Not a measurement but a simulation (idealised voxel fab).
Name of the process module below: voxel wiring stack
Square cell edge 5 nm, section width 200 nm, ID cut.
For the purposes of this document, a cross-section shall be understood as a grid of square cells, specified as bands listed in top-to-bottom order, each band consisting of one or more rows of cells. Per band: top height and bottom height in nm, followed by the left-to-right materials and their widths in nm; "everywhere" marks a single material spanning edge to edge, "blank" marks empty space. Heights from 0 (as-received wafer is one material below). Bottom band endless downward, as "top 0, no bottom". Width "30 to 40": first value at the band's top row of cells, second value at its bottom row, equal change from row to row. "no change" (step): cross-section cells unchanged, all of them. The entry titled "Sealed void list" provides the empty spaces that have no open way to the top, restricted to those of 8 cells or more. Each is presented as width x height at distance, the distance being measured from the left edge, with all three in nm. On a step's line, text after the settings is the simulator commenting on that step. A step line may carry the setting "overlay nm", which, for steps involving a mask, states the distance by which the mask lay to the right of its intended position; negative values denote displacement to the left.
So here's the lineup of process steps we planned:
step 1: op RECEIVE | material Si
step 2: op CONFORMAL_DEP | material SiO2 | thk nm 15
step 3: op CONFORMAL_DEP | material SiCN | thk nm 5
step 4: op DIRECTIONAL_DEP | material lowk | thk nm 20
step 5: op DIRECTIONAL_DEP | material aC | thk nm 10
step 6: op PATTERN | tone open | mask id METAL_1 | material resist | width nm 25 | pitch nm 40 | thk nm 25 | overlay nm 0
step 7: op DIRECTIONAL_ETCH | etch materials aC | depth nm 10
step 8: op STRIP | etch materials resist
step 9: op DIRECTIONAL_ETCH | etch materials lowk | depth nm 20
step 10: op DIRECTIONAL_ETCH | etch materials SiCN | depth nm 5
step 11: op STRIP | etch materials aC
step 12: op CONFORMAL_DEP | material TiN | thk nm 5
step 13: op FILL_DEP | material Ru | thk nm 10
step 14: op CMP | height nm 40
step 15: op CONFORMAL_DEP | material SiCN | thk nm 5
step 16: op DIRECTIONAL_DEP | material lowk | thk nm 35
step 17: op DIRECTIONAL_DEP | material aC | thk nm 15
step 18: op PATTERN | tone open | mask id METAL_2_HOLES | material resist | width nm 15 | pitch nm 40 | thk nm 30 | overlay nm 0
step 19: op DIRECTIONAL_ETCH | etch materials aC | depth nm 15
step 20: op STRIP | etch materials resist
step 21: op DIRECTIONAL_ETCH | etch materials lowk | depth nm 35
step 22: op STRIP | etch materials aC
step 23: op DIRECTIONAL_DEP | material aC | thk nm 10
step 24: op PATTERN | tone open | mask id METAL_2 | material resist | width nm 25 | pitch nm 40 | thk nm 25 | overlay nm 0
step 25: op DIRECTIONAL_ETCH | etch materials aC | depth nm 10
step 26: op STRIP | etch materials resist
step 27: op DIRECTIONAL_ETCH | etch materials lowk | depth nm 20
step 28: op DIRECTIONAL_ETCH | etch materials SiCN | depth nm 5
step 29: op STRIP | etch materials aC
step 30: op CONFORMAL_DEP | material TiN | thk nm 5
step 31: op FILL_DEP | material Cu | thk nm 5
step 32: op CMP | height nm 80
step 33: op CONFORMAL_DEP | material SiCN | thk nm 5
step 34: op DIRECTIONAL_DEP | material lowk | thk nm 10
step 35: op MASKED_ETCH | tone open | mask id PLUG_2 | width nm 15 | pitch nm 80 | etch materials lowk | depth nm 10 | overlay nm 0
step 36: op MASKED_ETCH | tone open | mask id PLUG_2 | width nm 15 | pitch nm 80 | etch materials SiCN | depth nm 5 | overlay nm 0
step 37: op CONFORMAL_DEP | material TiN | thk nm 5
step 38: op FILL_DEP | material W | thk nm 10
step 39: op CMP | height nm 95
step 40: op DIRECTIONAL_DEP | material TiN | thk nm 5
step 41: op DIRECTIONAL_DEP | material Ru | thk nm 25
step 42: op PATTERN | tone cover | mask id METAL_3 | material resist | width nm 25 | pitch nm 40 | thk nm 20 | overlay nm 0
step 43: op DIRECTIONAL_ETCH | etch materials Ru | depth nm 25
step 44: op DIRECTIONAL_ETCH | etch materials TiN | depth nm 5
step 45: op STRIP | etch materials resist
step 46: op FILL_DEP | material lowk | thk nm 10
step 47: op CMP | height nm 125
step 48: op CONFORMAL_DEP | material SiCN | thk nm 5
As received (post step 1): cross-section:
    top 0, no bottom | Si everywhere
    Sealed void list: none
First of two wafers, end-of-module section, run followed plan:
    top 130, bottom 125 | SiCN everywhere
    top 125, bottom 100 | lowk (25); Ru (25); lowk (15); Ru (25); lowk (15); Ru (25); lowk (15); Ru (25); lowk (30)
    top 100, bottom 95 | lowk (25); TiN (25); lowk (15); TiN (25); lowk (15); TiN (25); lowk (15); TiN (25); lowk (30)
    top 95, bottom 85 | lowk (25); TiN (5); W (5); TiN (5); lowk (65); TiN (5); W (5); TiN (5); lowk (80)
    top 85, bottom 80 | SiCN (25); TiN (15); SiCN (65); TiN (15); SiCN (80)
    top 80, bottom 65 | lowk (25); TiN (5); Cu (15); TiN (5); lowk (15); TiN (5); Cu (15); TiN (5); lowk (15); TiN (5); Cu (15); TiN (5); lowk (15); TiN (5); Cu (15); TiN (5); lowk (30)
    top 65, bottom 60 | lowk (25); TiN (5); Cu (5); TiN (15); lowk (15); TiN (5); Cu (5); TiN (15); lowk (15); TiN (5); Cu (5); TiN (15); lowk (15); TiN (5); Cu (5); TiN (15); lowk (30)
    top 60, bottom 45 | lowk (25); TiN (5); Cu (5); TiN (5); lowk (25); TiN (5); Cu (5); TiN (5); lowk (25); TiN (5); Cu (5); TiN (5); lowk (25); TiN (5); Cu (5); TiN (5); lowk (40)
    top 45, bottom 40 | SiCN (25); TiN (15); SiCN (25); TiN (15); SiCN (25); TiN (15); SiCN (25); TiN (15); SiCN (40)
    top 40, bottom 20 | lowk (25); TiN (5); Ru (15); TiN (5); lowk (15); TiN (5); Ru (15); TiN (5); lowk (15); TiN (5); Ru (15); TiN (5); lowk (15); TiN (5); Ru (15); TiN (5); lowk (30)
    top 20, bottom 15 | SiCN (25); TiN (25); SiCN (15); TiN (25); SiCN (15); TiN (25); SiCN (15); TiN (25); SiCN (30)
    top 15, bottom 0 | SiO2 everywhere
    top 0, no bottom | Si everywhere
    Sealed void list: none
Cross-sectional view of the second of two wafers upon completion of the module. This wafer shared its starting condition and process plan with the first; one error was made during its execution:
    top 130, bottom 125 | SiCN everywhere
    top 125, bottom 100 | Ru (25); lowk (25); Ru (15); lowk (25); Ru (15); lowk (25); Ru (15); lowk (25); Ru (30)
    top 100, bottom 95 | TiN (25); lowk (25); TiN (15); lowk (25); TiN (15); lowk (25); TiN (15); lowk (25); TiN (30)
    top 95, bottom 85 | lowk (25); TiN (5); W (5); TiN (5); lowk (65); TiN (5); W (5); TiN (5); lowk (80)
    top 85, bottom 80 | SiCN (25); TiN (15); SiCN (65); TiN (15); SiCN (80)
    top 80, bottom 65 | lowk (25); TiN (5); Cu (15); TiN (5); lowk (15); TiN (5); Cu (15); TiN (5); lowk (15); TiN (5); Cu (15); TiN (5); lowk (15); TiN (5); Cu (15); TiN (5); lowk (30)
    top 65, bottom 60 | lowk (25); TiN (5); Cu (5); TiN (15); lowk (15); TiN (5); Cu (5); TiN (15); lowk (15); TiN (5); Cu (5); TiN (15); lowk (15); TiN (5); Cu (5); TiN (15); lowk (30)
    top 60, bottom 45 | lowk (25); TiN (5); Cu (5); TiN (5); lowk (25); TiN (5); Cu (5); TiN (5); lowk (25); TiN (5); Cu (5); TiN (5); lowk (25); TiN (5); Cu (5); TiN (5); lowk (40)
    top 45, bottom 40 | SiCN (25); TiN (15); SiCN (25); TiN (15); SiCN (25); TiN (15); SiCN (25); TiN (15); SiCN (40)
    top 40, bottom 20 | lowk (25); TiN (5); Ru (15); TiN (5); lowk (15); TiN (5); Ru (15); TiN (5); lowk (15); TiN (5); Ru (15); TiN (5); lowk (15); TiN (5); Ru (15); TiN (5); lowk (30)
    top 20, bottom 15 | SiCN (25); TiN (25); SiCN (15); TiN (25); SiCN (15); TiN (25); SiCN (15); TiN (25); SiCN (30)
    top 15, bottom 0 | SiO2 everywhere
    top 0, no bottom | Si everywhere
    Sealed void list: none
It is concluded that the wafer was processed incorrectly with respect to the plan, in that note that step 42 departed from the planned setting and was carried out as op PATTERN | tone open | mask id METAL_3 | material resist | width nm 25 | pitch nm 40 | thk nm 20 | overlay nm 0
Upon completion, the cell count for each material on the second wafer equals that on the first, whereas the spatial distribution of those cells differs.
